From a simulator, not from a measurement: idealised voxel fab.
process module | voxel wiring stack
cross-section cut | 170 nm wide | cells 5 nm
A cross-section is a grid of square cells, given in bands from the top down. A band is one or more rows of cells.
Each band's line starts with the height of the band's top and of its bottom, in nm. Then come its materials from left to right, each with its width in nm. One material with "throughout" fills the band from edge to edge. "air" is empty space.
Height 0 is the level under which the wafer as received is all one material. The lowest band goes on downwards, as in "0 down".
A width such as "30 to 40" changes by the same amount from each row of cells to the next, from the band's top row to its bottom row.
"no change" after a step means that no cell of the cross-section changed.
closed voids: empty space of 8 cells or more with no open way to the top, each as width x height at its distance from the left edge, in nm
after a step's settings: what the simulator itself notes on the step
overlay nm, on a step with a mask: how far to the right of its planned place the mask lay; to the left if negative
plan
1 op RECEIVE | material Si
2 op CONFORMAL_DEP | material SiO2 | thk nm 10
3 op CONFORMAL_DEP | material SiN | thk nm 5
4 op DIRECTIONAL_DEP | material lowk | thk nm 15
5 op PATTERN | tone open | mask id METAL_1 | material resist | width nm 20 | pitch nm 35 | thk nm 20 | overlay nm 0
6 op DIRECTIONAL_ETCH | etch materials lowk | depth nm 15
7 op DIRECTIONAL_ETCH | etch materials SiN | depth nm 5
8 op STRIP | etch materials resist
9 op CONFORMAL_DEP | material TiN | thk nm 5
10 op FILL_DEP | material Ru | thk nm 10
11 op CMP | height nm 30
12 op EPI | material Ru | thk nm 5
13 op FILL_DEP | material SiCN | thk nm 5
14 op DIRECTIONAL_DEP | material SiO2 | thk nm 10
15 op DIRECTIONAL_DEP | material aC | thk nm 15
16 op PATTERN | tone open | mask id PLUG_1 | material resist | width nm 15 | pitch nm 35 | thk nm 35 | overlay nm 0
17 op DIRECTIONAL_ETCH | etch materials aC | depth nm 15
18 op STRIP | etch materials resist
19 op DIRECTIONAL_ETCH | etch materials SiO2 | depth nm 10
20 op DIRECTIONAL_ETCH | etch materials SiCN | depth nm 5
21 op STRIP | etch materials aC
22 op EPI | material Ru | thk nm 10
23 op EPI | material Ru | thk nm 5
24 op CONFORMAL_DEP | material SiN | thk nm 5
25 op DIRECTIONAL_DEP | material lowk | thk nm 15
26 op MASKED_ETCH | tone open | mask id METAL_2 | width nm 20 | pitch nm 35 | etch materials lowk | depth nm 15 | overlay nm 0
27 op MASKED_ETCH | tone open | mask id METAL_2 | width nm 20 | pitch nm 35 | etch materials SiN | depth nm 5 | overlay nm 0
28 op CONFORMAL_DEP | material TiN | thk nm 5
29 op FILL_DEP | material W | thk nm 5
30 op CMP | height nm 70
31 op EPI | material Ru | thk nm 5
32 op FILL_DEP | material SiCN | thk nm 5
33 op DIRECTIONAL_DEP | material SiO2 | thk nm 30
34 op MASKED_ETCH | tone open | mask id METAL_3 | width nm 20 | pitch nm 35 | etch materials SiO2 | depth nm 15 | overlay nm 0
35 op PATTERN | tone open | mask id METAL_3_HOLES | material resist | width nm 15 | pitch nm 35 | thk nm 15 | overlay nm 0
36 op DIRECTIONAL_ETCH | etch materials SiO2 | depth nm 15
37 op DIRECTIONAL_ETCH | etch materials SiCN | depth nm 5
38 op STRIP | etch materials resist
39 op CONFORMAL_DEP | material TiN | thk nm 5
40 op FILL_DEP | material Ru | thk nm 10
41 op CMP | height nm 110
42 op CONFORMAL_DEP | material SiN | thk nm 5
first wafer, as planned
as received, after step 1
  0 down: Si throughout
  closed voids: none
after step 2
  10 to 0: SiO2 throughout
  below 0: unchanged
after step 3
  15 to 10: SiN throughout
  below 10: unchanged
after step 4
  30 to 15: lowk throughout
  below 15: unchanged
after step 5
  50 to 30: resist 20 | air 20 | resist 15 | air 20 | resist 15 | air 20 | resist 15 | air 20 | resist 25
  below 30: unchanged
after step 6
  50 to 30: resist 20 | air 20 | resist 15 | air 20 | resist 15 | air 20 | resist 15 | air 20 | resist 25
  30 to 15: lowk 20 | air 20 | lowk 15 | air 20 | lowk 15 | air 20 | lowk 15 | air 20 | lowk 25
  below 15: unchanged
after step 7
  50 to 30: resist 20 | air 20 | resist 15 | air 20 | resist 15 | air 20 | resist 15 | air 20 | resist 25
  30 to 15: lowk 20 | air 20 | lowk 15 | air 20 | lowk 15 | air 20 | lowk 15 | air 20 | lowk 25
  15 to 10: SiN 20 | air 20 | SiN 15 | air 20 | SiN 15 | air 20 | SiN 15 | air 20 | SiN 25
  below 10: unchanged
after step 8
  30 to 15: lowk 20 | air 20 | lowk 15 | air 20 | lowk 15 | air 20 | lowk 15 | air 20 | lowk 25
  below 15: unchanged
after step 9
  35 to 30: TiN 25 | air 10 | TiN 25 | air 10 | TiN 25 | air 10 | TiN 25 | air 10 | TiN 30
  30 to 15: lowk 20 | TiN 5 | air 10 | TiN 5 | lowk 15 | TiN 5 | air 10 | TiN 5 | lowk 15 | TiN 5 | air 10 | TiN 5 | lowk 15 | TiN 5 | air 10 | TiN 5 | lowk 25
  15 to 10: SiN 20 | TiN 20 | SiN 15 | TiN 20 | SiN 15 | TiN 20 | SiN 15 | TiN 20 | SiN 25
  below 10: unchanged
after step 10
  45 to 35: Ru throughout
  35 to 30: TiN 25 | Ru 10 | TiN 25 | Ru 10 | TiN 25 | Ru 10 | TiN 25 | Ru 10 | TiN 30
  30 to 15: lowk 20 | TiN 5 | Ru 10 | TiN 5 | lowk 15 | TiN 5 | Ru 10 | TiN 5 | lowk 15 | TiN 5 | Ru 10 | TiN 5 | lowk 15 | TiN 5 | Ru 10 | TiN 5 | lowk 25
  below 15: unchanged
after step 11
  30 to 15: lowk 20 | TiN 5 | Ru 10 | TiN 5 | lowk 15 | TiN 5 | Ru 10 | TiN 5 | lowk 15 | TiN 5 | Ru 10 | TiN 5 | lowk 15 | TiN 5 | Ru 10 | TiN 5 | lowk 25
  below 15: unchanged
after step 12
  35 to 30: air 15 | Ru 30 | air 5 | Ru 30 | air 5 | Ru 30 | air 5 | Ru 30 | air 20
  below 30: unchanged
after step 13
  40 to 35: SiCN throughout
  35 to 30: SiCN 15 | Ru 30 | SiCN 5 | Ru 30 | SiCN 5 | Ru 30 | SiCN 5 | Ru 30 | SiCN 20
  below 30: unchanged
after step 14
  50 to 40: SiO2 throughout
  below 40: unchanged
after step 15
  65 to 50: aC throughout
  below 50: unchanged
after step 16
  100 to 65: resist 20 | air 15 | resist 20 | air 15 | resist 20 | air 15 | resist 20 | air 15 | resist 30
  below 65: unchanged
after step 17
  85 to 65: resist 20 | air 15 | resist 20 | air 15 | resist 20 | air 15 | resist 20 | air 15 | resist 30
  65 to 50: aC 20 | air 15 | aC 20 | air 15 | aC 20 | air 15 | aC 20 | air 15 | aC 30
  below 50: unchanged
after step 18
  65 to 50: aC 20 | air 15 | aC 20 | air 15 | aC 20 | air 15 | aC 20 | air 15 | aC 30
  below 50: unchanged
after step 19
  65 to 50: aC 20 | air 15 | aC 20 | air 15 | aC 20 | air 15 | aC 20 | air 15 | aC 30
  50 to 40: SiO2 20 | air 15 | SiO2 20 | air 15 | SiO2 20 | air 15 | SiO2 20 | air 15 | SiO2 30
  below 40: unchanged
after step 20
  65 to 50: aC 20 | air 15 | aC 20 | air 15 | aC 20 | air 15 | aC 20 | air 15 | aC 30
  50 to 40: SiO2 20 | air 15 | SiO2 20 | air 15 | SiO2 20 | air 15 | SiO2 20 | air 15 | SiO2 30
  40 to 35: SiCN 20 | air 15 | SiCN 20 | air 15 | SiCN 20 | air 15 | SiCN 20 | air 15 | SiCN 30
  below 35: unchanged
after step 21
  50 to 40: SiO2 20 | air 15 | SiO2 20 | air 15 | SiO2 20 | air 15 | SiO2 20 | air 15 | SiO2 30
  below 40: unchanged
after step 22
  50 to 45: SiO2 20 | air 15 | SiO2 20 | air 15 | SiO2 20 | air 15 | SiO2 20 | air 15 | SiO2 30
  45 to 40: SiO2 20 | Ru 15 | SiO2 20 | Ru 15 | SiO2 20 | Ru 15 | SiO2 20 | Ru 15 | SiO2 30
  40 to 30: SiCN 20 to 15 | Ru 15 to 30 | SiCN 20 to 5 | Ru 15 to 30 | SiCN 20 to 5 | Ru 15 to 30 | SiCN 20 to 5 | Ru 15 to 30 | SiCN 30 to 20
  below 30: unchanged
after step 23
  50 to 40: SiO2 20 | Ru 15 | SiO2 20 | Ru 15 | SiO2 20 | Ru 15 | SiO2 20 | Ru 15 | SiO2 30
  below 40: unchanged
after step 24
  55 to 50: SiN throughout
  below 50: unchanged
after step 25
  70 to 55: lowk throughout
  below 55: unchanged
after step 26
  70 to 55: lowk 20 | air 20 | lowk 15 | air 20 | lowk 15 | air 20 | lowk 15 | air 20 | lowk 25
  below 55: unchanged
after step 27
  70 to 55: lowk 20 | air 20 | lowk 15 | air 20 | lowk 15 | air 20 | lowk 15 | air 20 | lowk 25
  55 to 50: SiN 20 | air 20 | SiN 15 | air 20 | SiN 15 | air 20 | SiN 15 | air 20 | SiN 25
  below 50: unchanged
after step 28
  75 to 70: TiN 25 | air 10 | TiN 25 | air 10 | TiN 25 | air 10 | TiN 25 | air 10 | TiN 30
  70 to 55: lowk 20 | TiN 5 | air 10 | TiN 5 | lowk 15 | TiN 5 | air 10 | TiN 5 | lowk 15 | TiN 5 | air 10 | TiN 5 | lowk 15 | TiN 5 | air 10 | TiN 5 | lowk 25
  55 to 50: SiN 20 | TiN 20 | SiN 15 | TiN 20 | SiN 15 | TiN 20 | SiN 15 | TiN 20 | SiN 25
  below 50: unchanged
after step 29
  80 to 75: W throughout
  75 to 70: TiN 25 | W 10 | TiN 25 | W 10 | TiN 25 | W 10 | TiN 25 | W 10 | TiN 30
  70 to 55: lowk 20 | TiN 5 | W 10 | TiN 5 | lowk 15 | TiN 5 | W 10 | TiN 5 | lowk 15 | TiN 5 | W 10 | TiN 5 | lowk 15 | TiN 5 | W 10 | TiN 5 | lowk 25
  below 55: unchanged
after step 30
  70 to 55: lowk 20 | TiN 5 | W 10 | TiN 5 | lowk 15 | TiN 5 | W 10 | TiN 5 | lowk 15 | TiN 5 | W 10 | TiN 5 | lowk 15 | TiN 5 | W 10 | TiN 5 | lowk 25
  below 55: unchanged
after step 31
  75 to 70: air 15 | Ru 30 | air 5 | Ru 30 | air 5 | Ru 30 | air 5 | Ru 30 | air 20
  below 70: unchanged
after step 32
  80 to 75: SiCN throughout
  75 to 70: SiCN 15 | Ru 30 | SiCN 5 | Ru 30 | SiCN 5 | Ru 30 | SiCN 5 | Ru 30 | SiCN 20
  below 70: unchanged
after step 33
  110 to 80: SiO2 throughout
  below 80: unchanged
after step 34
  110 to 95: SiO2 20 | air 20 | SiO2 15 | air 20 | SiO2 15 | air 20 | SiO2 15 | air 20 | SiO2 25
  below 95: unchanged
after step 35
  125 to 110: resist 20 | air 15 | resist 20 | air 15 | resist 20 | air 15 | resist 20 | air 15 | resist 30
  110 to 95: SiO2 20 | air 15 | resist 5 | SiO2 15 | air 15 | resist 5 | SiO2 15 | air 15 | resist 5 | SiO2 15 | air 15 | resist 5 | SiO2 25
  below 95: unchanged
after step 36
  125 to 110: resist 20 | air 15 | resist 20 | air 15 | resist 20 | air 15 | resist 20 | air 15 | resist 30
  110 to 95: SiO2 20 | air 15 | resist 5 | SiO2 15 | air 15 | resist 5 | SiO2 15 | air 15 | resist 5 | SiO2 15 | air 15 | resist 5 | SiO2 25
  95 to 80: SiO2 20 | air 15 | SiO2 20 | air 15 | SiO2 20 | air 15 | SiO2 20 | air 15 | SiO2 30
  below 80: unchanged
after step 37
  125 to 110: resist 20 | air 15 | resist 20 | air 15 | resist 20 | air 15 | resist 20 | air 15 | resist 30
  110 to 95: SiO2 20 | air 15 | resist 5 | SiO2 15 | air 15 | resist 5 | SiO2 15 | air 15 | resist 5 | SiO2 15 | air 15 | resist 5 | SiO2 25
  95 to 80: SiO2 20 | air 15 | SiO2 20 | air 15 | SiO2 20 | air 15 | SiO2 20 | air 15 | SiO2 30
  80 to 75: SiCN 20 | air 15 | SiCN 20 | air 15 | SiCN 20 | air 15 | SiCN 20 | air 15 | SiCN 30
  below 75: unchanged
after step 38
  110 to 95: SiO2 20 | air 20 | SiO2 15 | air 20 | SiO2 15 | air 20 | SiO2 15 | air 20 | SiO2 25
  below 95: unchanged
after step 39
  115 to 110: TiN 25 | air 10 | TiN 25 | air 10 | TiN 25 | air 10 | TiN 25 | air 10 | TiN 30
  110 to 100: SiO2 20 | TiN 5 | air 10 | TiN 5 | SiO2 15 | TiN 5 | air 10 | TiN 5 | SiO2 15 | TiN 5 | air 10 | TiN 5 | SiO2 15 | TiN 5 | air 10 | TiN 5 | SiO2 25
  100 to 95: SiO2 20 | TiN 5 | air 5 | TiN 10 | SiO2 15 | TiN 5 | air 5 | TiN 10 | SiO2 15 | TiN 5 | air 5 | TiN 10 | SiO2 15 | TiN 5 | air 5 | TiN 10 | SiO2 25
  95 to 80: SiO2 20 | TiN 5 | air 5 | TiN 5 | SiO2 20 | TiN 5 | air 5 | TiN 5 | SiO2 20 | TiN 5 | air 5 | TiN 5 | SiO2 20 | TiN 5 | air 5 | TiN 5 | SiO2 30
  80 to 75: SiCN 20 | TiN 15 | SiCN 20 | TiN 15 | SiCN 20 | TiN 15 | SiCN 20 | TiN 15 | SiCN 30
  below 75: unchanged
after step 40
  125 to 115: Ru throughout
  115 to 110: TiN 25 | Ru 10 | TiN 25 | Ru 10 | TiN 25 | Ru 10 | TiN 25 | Ru 10 | TiN 30
  110 to 100: SiO2 20 | TiN 5 | Ru 10 | TiN 5 | SiO2 15 | TiN 5 | Ru 10 | TiN 5 | SiO2 15 | TiN 5 | Ru 10 | TiN 5 | SiO2 15 | TiN 5 | Ru 10 | TiN 5 | SiO2 25
  100 to 95: SiO2 20 | TiN 5 | Ru 5 | TiN 10 | SiO2 15 | TiN 5 | Ru 5 | TiN 10 | SiO2 15 | TiN 5 | Ru 5 | TiN 10 | SiO2 15 | TiN 5 | Ru 5 | TiN 10 | SiO2 25
  95 to 80: SiO2 20 | TiN 5 | Ru 5 | TiN 5 | SiO2 20 | TiN 5 | Ru 5 | TiN 5 | SiO2 20 | TiN 5 | Ru 5 | TiN 5 | SiO2 20 | TiN 5 | Ru 5 | TiN 5 | SiO2 30
  below 80: unchanged
after step 41
  110 to 100: SiO2 20 | TiN 5 | Ru 10 | TiN 5 | SiO2 15 | TiN 5 | Ru 10 | TiN 5 | SiO2 15 | TiN 5 | Ru 10 | TiN 5 | SiO2 15 | TiN 5 | Ru 10 | TiN 5 | SiO2 25
  below 100: unchanged
after step 42
  115 to 110: SiN throughout
  below 110: unchanged
second wafer: like start, like plan, one mistake. Through step 1 it matches the first wafer
when step 2 should have ended: no change
when step 3 should have ended
  5 to 0: SiN throughout
  below 0: unchanged
when step 4 should have ended
  20 to 5: lowk throughout
  below 5: unchanged
when step 5 should have ended
  40 to 20: resist 20 | air 20 | resist 15 | air 20 | resist 15 | air 20 | resist 15 | air 20 | resist 25
  below 20: unchanged
when step 6 should have ended
  40 to 20: resist 20 | air 20 | resist 15 | air 20 | resist 15 | air 20 | resist 15 | air 20 | resist 25
  20 to 5: lowk 20 | air 20 | lowk 15 | air 20 | lowk 15 | air 20 | lowk 15 | air 20 | lowk 25
  below 5: unchanged
when step 7 should have ended
  40 to 20: resist 20 | air 20 | resist 15 | air 20 | resist 15 | air 20 | resist 15 | air 20 | resist 25
  20 to 5: lowk 20 | air 20 | lowk 15 | air 20 | lowk 15 | air 20 | lowk 15 | air 20 | lowk 25
  5 to 0: SiN 20 | air 20 | SiN 15 | air 20 | SiN 15 | air 20 | SiN 15 | air 20 | SiN 25
  below 0: unchanged
when step 8 should have ended
  20 to 5: lowk 20 | air 20 | lowk 15 | air 20 | lowk 15 | air 20 | lowk 15 | air 20 | lowk 25
  below 5: unchanged
when step 9 should have ended
  25 to 20: TiN 25 | air 10 | TiN 25 | air 10 | TiN 25 | air 10 | TiN 25 | air 10 | TiN 30
  20 to 5: lowk 20 | TiN 5 | air 10 | TiN 5 | lowk 15 | TiN 5 | air 10 | TiN 5 | lowk 15 | TiN 5 | air 10 | TiN 5 | lowk 15 | TiN 5 | air 10 | TiN 5 | lowk 25
  5 to 0: SiN 20 | TiN 20 | SiN 15 | TiN 20 | SiN 15 | TiN 20 | SiN 15 | TiN 20 | SiN 25
  below 0: unchanged
when step 10 should have ended
  35 to 25: Ru throughout
  25 to 20: TiN 25 | Ru 10 | TiN 25 | Ru 10 | TiN 25 | Ru 10 | TiN 25 | Ru 10 | TiN 30
  20 to 5: lowk 20 | TiN 5 | Ru 10 | TiN 5 | lowk 15 | TiN 5 | Ru 10 | TiN 5 | lowk 15 | TiN 5 | Ru 10 | TiN 5 | lowk 15 | TiN 5 | Ru 10 | TiN 5 | lowk 25
  below 5: unchanged
when step 11 should have ended
  30 to 25: Ru throughout
  below 25: unchanged
when step 12 should have ended
  35 to 25: Ru throughout
  below 25: unchanged
when step 13 should have ended
  40 to 35: SiCN throughout
  below 35: unchanged
when step 14 should have ended
  50 to 40: SiO2 throughout
  below 40: unchanged
when step 15 should have ended
  65 to 50: aC throughout
  below 50: unchanged
when step 16 should have ended
  100 to 65: resist 20 | air 15 | resist 20 | air 15 | resist 20 | air 15 | resist 20 | air 15 | resist 30
  below 65: unchanged
when step 17 should have ended
  85 to 65: resist 20 | air 15 | resist 20 | air 15 | resist 20 | air 15 | resist 20 | air 15 | resist 30
  65 to 50: aC 20 | air 15 | aC 20 | air 15 | aC 20 | air 15 | aC 20 | air 15 | aC 30
  below 50: unchanged
when step 18 should have ended
  65 to 50: aC 20 | air 15 | aC 20 | air 15 | aC 20 | air 15 | aC 20 | air 15 | aC 30
  below 50: unchanged
when step 19 should have ended
  65 to 50: aC 20 | air 15 | aC 20 | air 15 | aC 20 | air 15 | aC 20 | air 15 | aC 30
  50 to 40: SiO2 20 | air 15 | SiO2 20 | air 15 | SiO2 20 | air 15 | SiO2 20 | air 15 | SiO2 30
  below 40: unchanged
when step 20 should have ended
  65 to 50: aC 20 | air 15 | aC 20 | air 15 | aC 20 | air 15 | aC 20 | air 15 | aC 30
  50 to 40: SiO2 20 | air 15 | SiO2 20 | air 15 | SiO2 20 | air 15 | SiO2 20 | air 15 | SiO2 30
  40 to 35: SiCN 20 | air 15 | SiCN 20 | air 15 | SiCN 20 | air 15 | SiCN 20 | air 15 | SiCN 30
  below 35: unchanged
when step 21 should have ended
  50 to 40: SiO2 20 | air 15 | SiO2 20 | air 15 | SiO2 20 | air 15 | SiO2 20 | air 15 | SiO2 30
  below 40: unchanged
when step 22 should have ended
  50 to 45: SiO2 20 | air 15 | SiO2 20 | air 15 | SiO2 20 | air 15 | SiO2 20 | air 15 | SiO2 30
  45 to 40: SiO2 20 | Ru 15 | SiO2 20 | Ru 15 | SiO2 20 | Ru 15 | SiO2 20 | Ru 15 | SiO2 30
  40 to 35: SiCN 20 | Ru 15 | SiCN 20 | Ru 15 | SiCN 20 | Ru 15 | SiCN 20 | Ru 15 | SiCN 30
  below 35: unchanged
when step 23 should have ended
  50 to 40: SiO2 20 | Ru 15 | SiO2 20 | Ru 15 | SiO2 20 | Ru 15 | SiO2 20 | Ru 15 | SiO2 30
  below 40: unchanged
when step 24 should have ended
  55 to 50: SiN throughout
  below 50: unchanged
when step 25 should have ended
  70 to 55: lowk throughout
  below 55: unchanged
when step 26 should have ended
  70 to 55: lowk 20 | air 20 | lowk 15 | air 20 | lowk 15 | air 20 | lowk 15 | air 20 | lowk 25
  below 55: unchanged
when step 27 should have ended
  70 to 55: lowk 20 | air 20 | lowk 15 | air 20 | lowk 15 | air 20 | lowk 15 | air 20 | lowk 25
  55 to 50: SiN 20 | air 20 | SiN 15 | air 20 | SiN 15 | air 20 | SiN 15 | air 20 | SiN 25
  below 50: unchanged
when step 28 should have ended
  75 to 70: TiN 25 | air 10 | TiN 25 | air 10 | TiN 25 | air 10 | TiN 25 | air 10 | TiN 30
  70 to 55: lowk 20 | TiN 5 | air 10 | TiN 5 | lowk 15 | TiN 5 | air 10 | TiN 5 | lowk 15 | TiN 5 | air 10 | TiN 5 | lowk 15 | TiN 5 | air 10 | TiN 5 | lowk 25
  55 to 50: SiN 20 | TiN 20 | SiN 15 | TiN 20 | SiN 15 | TiN 20 | SiN 15 | TiN 20 | SiN 25
  below 50: unchanged
when step 29 should have ended
  80 to 75: W throughout
  75 to 70: TiN 25 | W 10 | TiN 25 | W 10 | TiN 25 | W 10 | TiN 25 | W 10 | TiN 30
  70 to 55: lowk 20 | TiN 5 | W 10 | TiN 5 | lowk 15 | TiN 5 | W 10 | TiN 5 | lowk 15 | TiN 5 | W 10 | TiN 5 | lowk 15 | TiN 5 | W 10 | TiN 5 | lowk 25
  below 55: unchanged
when step 30 should have ended
  70 to 55: lowk 20 | TiN 5 | W 10 | TiN 5 | lowk 15 | TiN 5 | W 10 | TiN 5 | lowk 15 | TiN 5 | W 10 | TiN 5 | lowk 15 | TiN 5 | W 10 | TiN 5 | lowk 25
  below 55: unchanged
when step 31 should have ended
  75 to 70: air 15 | Ru 30 | air 5 | Ru 30 | air 5 | Ru 30 | air 5 | Ru 30 | air 20
  below 70: unchanged
when step 32 should have ended
  80 to 75: SiCN throughout
  75 to 70: SiCN 15 | Ru 30 | SiCN 5 | Ru 30 | SiCN 5 | Ru 30 | SiCN 5 | Ru 30 | SiCN 20
  below 70: unchanged
when step 33 should have ended
  110 to 80: SiO2 throughout
  below 80: unchanged
when step 34 should have ended
  110 to 95: SiO2 20 | air 20 | SiO2 15 | air 20 | SiO2 15 | air 20 | SiO2 15 | air 20 | SiO2 25
  below 95: unchanged
when step 35 should have ended
  125 to 110: resist 20 | air 15 | resist 20 | air 15 | resist 20 | air 15 | resist 20 | air 15 | resist 30
  110 to 95: SiO2 20 | air 15 | resist 5 | SiO2 15 | air 15 | resist 5 | SiO2 15 | air 15 | resist 5 | SiO2 15 | air 15 | resist 5 | SiO2 25
  below 95: unchanged
when step 36 should have ended
  125 to 110: resist 20 | air 15 | resist 20 | air 15 | resist 20 | air 15 | resist 20 | air 15 | resist 30
  110 to 95: SiO2 20 | air 15 | resist 5 | SiO2 15 | air 15 | resist 5 | SiO2 15 | air 15 | resist 5 | SiO2 15 | air 15 | resist 5 | SiO2 25
  95 to 80: SiO2 20 | air 15 | SiO2 20 | air 15 | SiO2 20 | air 15 | SiO2 20 | air 15 | SiO2 30
  below 80: unchanged
when step 37 should have ended
  125 to 110: resist 20 | air 15 | resist 20 | air 15 | resist 20 | air 15 | resist 20 | air 15 | resist 30
  110 to 95: SiO2 20 | air 15 | resist 5 | SiO2 15 | air 15 | resist 5 | SiO2 15 | air 15 | resist 5 | SiO2 15 | air 15 | resist 5 | SiO2 25
  95 to 80: SiO2 20 | air 15 | SiO2 20 | air 15 | SiO2 20 | air 15 | SiO2 20 | air 15 | SiO2 30
  80 to 75: SiCN 20 | air 15 | SiCN 20 | air 15 | SiCN 20 | air 15 | SiCN 20 | air 15 | SiCN 30
  below 75: unchanged
when step 38 should have ended
  110 to 95: SiO2 20 | air 20 | SiO2 15 | air 20 | SiO2 15 | air 20 | SiO2 15 | air 20 | SiO2 25
  below 95: unchanged
when step 39 should have ended
  115 to 110: TiN 25 | air 10 | TiN 25 | air 10 | TiN 25 | air 10 | TiN 25 | air 10 | TiN 30
  110 to 100: SiO2 20 | TiN 5 | air 10 | TiN 5 | SiO2 15 | TiN 5 | air 10 | TiN 5 | SiO2 15 | TiN 5 | air 10 | TiN 5 | SiO2 15 | TiN 5 | air 10 | TiN 5 | SiO2 25
  100 to 95: SiO2 20 | TiN 5 | air 5 | TiN 10 | SiO2 15 | TiN 5 | air 5 | TiN 10 | SiO2 15 | TiN 5 | air 5 | TiN 10 | SiO2 15 | TiN 5 | air 5 | TiN 10 | SiO2 25
  95 to 80: SiO2 20 | TiN 5 | air 5 | TiN 5 | SiO2 20 | TiN 5 | air 5 | TiN 5 | SiO2 20 | TiN 5 | air 5 | TiN 5 | SiO2 20 | TiN 5 | air 5 | TiN 5 | SiO2 30
  80 to 75: SiCN 20 | TiN 15 | SiCN 20 | TiN 15 | SiCN 20 | TiN 15 | SiCN 20 | TiN 15 | SiCN 30
  below 75: unchanged
when step 40 should have ended
  125 to 115: Ru throughout
  115 to 110: TiN 25 | Ru 10 | TiN 25 | Ru 10 | TiN 25 | Ru 10 | TiN 25 | Ru 10 | TiN 30
  110 to 100: SiO2 20 | TiN 5 | Ru 10 | TiN 5 | SiO2 15 | TiN 5 | Ru 10 | TiN 5 | SiO2 15 | TiN 5 | Ru 10 | TiN 5 | SiO2 15 | TiN 5 | Ru 10 | TiN 5 | SiO2 25
  100 to 95: SiO2 20 | TiN 5 | Ru 5 | TiN 10 | SiO2 15 | TiN 5 | Ru 5 | TiN 10 | SiO2 15 | TiN 5 | Ru 5 | TiN 10 | SiO2 15 | TiN 5 | Ru 5 | TiN 10 | SiO2 25
  95 to 80: SiO2 20 | TiN 5 | Ru 5 | TiN 5 | SiO2 20 | TiN 5 | Ru 5 | TiN 5 | SiO2 20 | TiN 5 | Ru 5 | TiN 5 | SiO2 20 | TiN 5 | Ru 5 | TiN 5 | SiO2 30
  below 80: unchanged
when step 41 should have ended
  110 to 100: SiO2 20 | TiN 5 | Ru 10 | TiN 5 | SiO2 15 | TiN 5 | Ru 10 | TiN 5 | SiO2 15 | TiN 5 | Ru 10 | TiN 5 | SiO2 15 | TiN 5 | Ru 10 | TiN 5 | SiO2 25
  below 100: unchanged
when step 42 should have ended
  115 to 110: SiN throughout
  below 110: unchanged
what went wrong: step 2 was left out
at the end the second wafer has, in cells: 52 more of Ru | 10 fewer of SiCN | 68 fewer of SiO2 | 26 more of TiN
